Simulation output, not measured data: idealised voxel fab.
Proc. module: voxel self aligned contacts
Shown is cross-section cut, with a width of 300 nm and square cells of size 5 nm.
The cross-sections in this document take the form of a grid made of square cells. They are written out as bands, in order from top to bottom. Each band consists of one or more rows of cells.
Basically the band line says how high the top is and how high the bottom is, in nm, and then what's in it from left to right, every material with its width in nm. Empty space shows up as "empty", and if a single material carries "edge to edge" it runs the full band edge to edge.
Measure heights from 0. That's the level where, below it, the as-received wafer is all one material. The lowest band is bottomless and extends downward; write it as in "0 and below".
Quick explanation for "30 to 40": the width changes in equal steps down the rows of cells, from the first number in the band's top row to the second number in its bottom row.
It should be understood that the words "no alteration", when stated for a given step, signify that the cross-section underwent no change in any of its cells during that step.
"Trapped cavities" contains a list of empty spaces, each no smaller than 8 cells and without an open way to the top, written in the form width x height at distance with the distance from the left edge and all three in nm.
The remark found on a step's line after its settings is issued by the simulator itself and pertains to that step.
On any step carrying a mask, the "overlay nm" setting, if present on the step's line, tells how far right of its planned place the mask lay; negative values point to the left.

# The planned process steps are enumerated hereunder
1: op RECEIVE | material Si
2: op OXIDIZE | depth nm 5
3: op DIRECTIONAL_DEP | material polySi | thk nm 30
4: op DIRECTIONAL_DEP | material SiN | thk nm 15
5: op DIRECTIONAL_DEP | material aC | thk nm 15
6: op PATTERN | tone cover | mask id GATE | material resist | width nm 30 | pitch nm 55 | thk nm 30 | overlay nm 0
7: op DIRECTIONAL_ETCH | etch materials aC | depth nm 15
8: op STRIP | etch materials resist
9: op DIRECTIONAL_ETCH | etch materials SiN | depth nm 15
10: op DIRECTIONAL_ETCH | etch materials polySi | depth nm 30
11: op STRIP | etch materials aC
12: op CONFORMAL_DEP | material SiN | thk nm 5
13: op DIRECTIONAL_ETCH | etch materials SiN | depth nm 5
14: op FILL_DEP | material SiO2 | thk nm 15
15: op CMP | height nm 50
16: op MASKED_ETCH | tone open | mask id CONTACT | width nm 25 | etch materials SiO2 | depth nm 55 | overlay nm 0
17: op CONFORMAL_DEP | material TiN | thk nm 5
18: op FILL_DEP | material Ru | thk nm 5
19: op CMP | height nm 50
20: op CONFORMAL_DEP | material SiCN | thk nm 5
Don't read the plan's width nm for step 16 as applying to every wafer: that's the first wafer's value, and the wafers differ in it, though they all start identical.

# Cut through the first of several wafers as received, post step 1
> 0 and below: Si edge to edge
> Trapped cavities: none

# first wafer at the end, after step 20
> 55 down to 50: SiCN edge to edge
> 50 down to 45: 135 SiO2 | 10 TiN | 5 Ru | 10 TiN | 140 SiO2
> 45 down to 30: 100 SiO2 | 40 SiN | 5 TiN | 5 Ru | 5 TiN | 40 SiN | 105 SiO2
> 30 down to 0: 100 SiO2 | 5 SiN | 30 polySi | 5 SiN | 5 TiN | 5 Ru | 5 TiN | 5 SiN | 30 polySi | 5 SiN | 105 SiO2
> 0 down to -5: 140 SiO2 | 15 TiN | 145 SiO2
> -5 and below: Si edge to edge
> Trapped cavities: none

# Cross-sectional view of the final wafer of several at the module's end
> 55 down to 50: SiCN edge to edge
> 50 down to 45: 125 SiO2 | 20 TiN | 5 Ru | 25 TiN | 125 SiO2
> 45 down to 30: 100 SiO2 | 40 SiN | 5 TiN | 5 Ru | 5 TiN | 40 SiN | 105 SiO2
> 30 down to 0: 100 SiO2 | 5 SiN | 30 polySi | 5 SiN | 5 TiN | 5 Ru | 5 TiN | 5 SiN | 30 polySi | 5 SiN | 105 SiO2
> 0 down to -5: 140 SiO2 | 15 TiN | 145 SiO2
> -5 and below: Si edge to edge
> Trapped cavities: none

# Every row in this table is a wafer at the end of the module, and it gives, for each of the materials, the cells that wafer has gained (+) or lost (-) since it was received, then its closed voids
width nm 25 | +10 Ru | -60 Si | +60 SiCN | +72 SiN | +481 SiO2 | +25 TiN | +72 polySi | Trapped cavities: none
width nm 30 | +10 Ru | -60 Si | +60 SiCN | +72 SiN | +480 SiO2 | +26 TiN | +72 polySi | Trapped cavities: none
width nm 35 | +10 Ru | -60 Si | +60 SiCN | +72 SiN | +479 SiO2 | +27 TiN | +72 polySi | Trapped cavities: none
width nm 40 | +10 Ru | -60 Si | +60 SiCN | +72 SiN | +478 SiO2 | +28 TiN | +72 polySi | Trapped cavities: none
width nm 45 | +10 Ru | -60 Si | +60 SiCN | +72 SiN | +477 SiO2 | +29 TiN | +72 polySi | Trapped cavities: none
width nm 50 | +10 Ru | -60 Si | +60 SiCN | +72 SiN | +476 SiO2 | +30 TiN | +72 polySi | Trapped cavities: none
